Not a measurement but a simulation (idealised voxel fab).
Process module under the name voxel transistor to metal
The figure presents cross-section cut, which has a width of 205 nm and is divided into square cells with an edge length of 5 nm.
This document writes a cross-section as a grid whose cells are square, and gives it as bands, listed from the top down; one or more rows of cells form a band.
Each band's line starts with the height of the band's top and of its bottom, in nm. Then come its materials from left to right, each with its width in nm. One material with "full width" fills the band from edge to edge. "blank" is empty space.
For the purposes of this specification, 0 denotes the height below which the wafer in its as-received condition is composed wholly of one material, and the lowermost band, lacking a lower limit, extends downward without end, as expressed in "0 nm and below".
When a width is written as two numbers, as in "30 to 40", the first number is the width in the top row of cells of the band and the second is the width in its bottom row, and the width changes by the same amount from each row to the next.
"nothing altered" -> step changed no cross-section cell.
Empty spaces counting at least 8 cells and having no open way to the top are listed in "Enclosed internal cavities". The notation width x height at distance is used for each, the distance being from the left edge and all three values in nm.
Past the settings on a step's line: simulator remark, on that step.
The setting "overlay nm" may be written on the line of a step. When the step uses a mask, the value reports how far to the right of the planned place the mask lay, and a negative value reports that it lay to the left.

Process steps (planned):
1 RECEIVE [material Si]
2 OXIDIZE [depth nm 5]
3 CONFORMAL_DEP [material SiN] [thk nm 10]
4 PATTERN [tone cover] [mask id ACTIVE] [material resist] [width nm 110] [thk nm 15] [overlay nm 0]
5 DIRECTIONAL_ETCH [etch materials SiN] [depth nm 10]
6 DIRECTIONAL_ETCH [etch materials SiO2] [depth nm 5]
7 DIRECTIONAL_ETCH [etch materials Si] [depth nm 35]
8 STRIP [etch materials resist]
9 OXIDIZE [depth nm 5]
10 FILL_DEP [material SiO2] [thk nm 15]
11 CMP [height nm 10]
12 SELECTIVE_ETCH [etch materials SiO2] [depth nm 10]
13 STRIP [etch materials SiN]
14 SELECTIVE_ETCH [etch materials SiO2] [depth nm 5]
15 OXIDIZE [depth nm 5]
16 DIRECTIONAL_DEP [material polySi] [thk nm 25]
17 DIRECTIONAL_DEP [material SiCN] [thk nm 15]
18 MASKED_ETCH [tone cover] [mask id GATE] [width nm 20] [etch materials SiCN] [depth nm 25] [overlay nm 0]
19 MASKED_ETCH [tone cover] [mask id GATE] [width nm 20] [etch materials polySi] [depth nm 35] [overlay nm 0]
20 CONFORMAL_DEP [material SiN] [thk nm 5]
21 DIRECTIONAL_ETCH [etch materials SiN] [depth nm 5]
22 DIRECTIONAL_ETCH [etch materials SiO2] [depth nm 5]
23 DIRECTIONAL_ETCH [etch materials Si] [depth nm 5]
24 EPI [material pSi] [thk nm 10]
25 FILL_DEP [material SiO2] [thk nm 10]
26 CMP [height nm 35]
27 DIRECTIONAL_DEP [material SiO2] [thk nm 10]
28 DIRECTIONAL_DEP [material aC] [thk nm 15]
29 PATTERN [tone open] [mask id CONTACT] [material resist] [width nm 15] [pitch nm 75] [thk nm 30] [overlay nm 0]
30 DIRECTIONAL_ETCH [etch materials aC] [depth nm 15]
31 STRIP [etch materials resist]
32 DIRECTIONAL_ETCH [etch materials SiO2] [depth nm 50]
33 STRIP [etch materials aC]
34 CONFORMAL_DEP [material TiN] [thk nm 5]
35 FILL_DEP [material W] [thk nm 5]
36 CMP [height nm 45]
37 DIRECTIONAL_DEP [material TiN] [thk nm 5]
38 DIRECTIONAL_DEP [material W] [thk nm 25]
39 PATTERN [tone cover] [mask id METAL_1] [material resist] [width nm 15] [pitch nm 75] [thk nm 15] [overlay nm 0]
40 DIRECTIONAL_ETCH [etch materials W] [depth nm 25]
41 DIRECTIONAL_ETCH [etch materials TiN] [depth nm 5]
42 STRIP [etch materials resist]
43 FILL_DEP [material lowk] [thk nm 10]
44 CMP [height nm 75]
45 CONFORMAL_DEP [material SiCN] [thk nm 5]
46 DIRECTIONAL_DEP [material lowk] [thk nm 35]
47 MASKED_ETCH [tone open] [mask id METAL_2] [width nm 15] [pitch nm 75] [etch materials lowk] [depth nm 20] [overlay nm 0]
48 MASKED_ETCH [tone open] [mask id METAL_2_HOLES] [width nm 15] [pitch nm 75] [etch materials lowk] [depth nm 15] [overlay nm 0]
49 MASKED_ETCH [tone open] [mask id METAL_2_HOLES] [width nm 15] [pitch nm 75] [etch materials SiCN] [depth nm 5] [overlay nm 0]
50 CONFORMAL_DEP [material TiN] [thk nm 5]
51 FILL_DEP [material Cu] [thk nm 5]
52 CMP [height nm 115]
53 CONFORMAL_DEP [material SiN] [thk nm 5]

Incoming wafer, cross-sectional view, post step 1:
  0 nm and below: Si full width
  Enclosed internal cavities: none

End-of-module XS, first of two wafers, run as planned:
  120 nm to 115 nm: SiN full width
  115 nm to 80 nm: lowk: 55  TiN: 5  Cu: 5  TiN: 5  lowk: 60  TiN: 5  Cu: 5  TiN: 5  lowk: 60
  80 nm to 75 nm: SiCN: 55  TiN: 15  SiCN: 60  TiN: 15  SiCN: 60
  75 nm to 50 nm: lowk: 55  W: 15  lowk: 60  W: 15  lowk: 60
  50 nm to 45 nm: lowk: 55  TiN: 15  lowk: 60  TiN: 15  lowk: 60
  45 nm to 35 nm: SiO2: 55  TiN: 5  W: 5  TiN: 5  SiO2: 60  TiN: 5  W: 5  TiN: 5  SiO2: 60
  35 nm to 20 nm: SiO2: 55  TiN: 5  W: 5  TiN: 5  SiO2: 15  SiN: 5  SiCN: 20  SiN: 5  SiO2: 15  TiN: 5  W: 5  TiN: 5  SiO2: 60
  20 nm to 0 nm: SiO2: 55  TiN: 5  W: 5  TiN: 5  SiO2: 15  SiN: 5  polySi: 20  SiN: 5  SiO2: 15  TiN: 5  W: 5  TiN: 5  SiO2: 60
  0 nm to -5 nm: SiO2: 55  TiN: 15  SiO2: 5  pSi: 10  SiN: 5  polySi: 20  SiN: 5  pSi: 10  SiO2: 5  TiN: 15  SiO2: 60
  -5 nm to -10 nm: SiO2: 45  pSi: 40  SiO2: 30  pSi: 40  SiO2: 50
  -10 nm to -15 nm: SiO2: 50  pSi: 35  Si: 30  pSi: 35  SiO2: 55
  -15 nm to -45 nm: SiO2: 50  Si: 100  SiO2: 55
  -45 nm and below: Si full width
  Enclosed internal cavities: none

second wafer at the end: like start, like plan, one mistake:
  120 nm to 115 nm: SiN full width
  115 nm to 80 nm: lowk: 55  TiN: 5  Cu: 5  TiN: 5  lowk: 60  TiN: 5  Cu: 5  TiN: 5  lowk: 60
  80 nm to 75 nm: SiCN: 55  TiN: 15  SiCN: 60  TiN: 15  SiCN: 60
  75 nm to 70 nm: lowk: 55  TiN: 15  lowk: 60  TiN: 15  lowk: 60
  70 nm to 45 nm: W full width
  45 nm to 35 nm: SiO2: 55  TiN: 5  W: 5  TiN: 5  SiO2: 60  TiN: 5  W: 5  TiN: 5  SiO2: 60
  35 nm to 20 nm: SiO2: 55  TiN: 5  W: 5  TiN: 5  SiO2: 15  SiN: 5  SiCN: 20  SiN: 5  SiO2: 15  TiN: 5  W: 5  TiN: 5  SiO2: 60
  20 nm to 0 nm: SiO2: 55  TiN: 5  W: 5  TiN: 5  SiO2: 15  SiN: 5  polySi: 20  SiN: 5  SiO2: 15  TiN: 5  W: 5  TiN: 5  SiO2: 60
  0 nm to -5 nm: SiO2: 55  TiN: 15  SiO2: 5  pSi: 10  SiN: 5  polySi: 20  SiN: 5  pSi: 10  SiO2: 5  TiN: 15  SiO2: 60
  -5 nm to -10 nm: SiO2: 45  pSi: 40  SiO2: 30  pSi: 40  SiO2: 50
  -10 nm to -15 nm: SiO2: 50  pSi: 35  Si: 30  pSi: 35  SiO2: 55
  -15 nm to -45 nm: SiO2: 50  Si: 100  SiO2: 55
  -45 nm and below: Si full width
  Enclosed internal cavities: none
In executing the process, a mistake was made relative to the plan: plan steps 37 and 38 run swapped
Wrapping up, a cell-based count of both wafers puts the second over or under the first for these materials: 175 more of W; 175 fewer of lowk
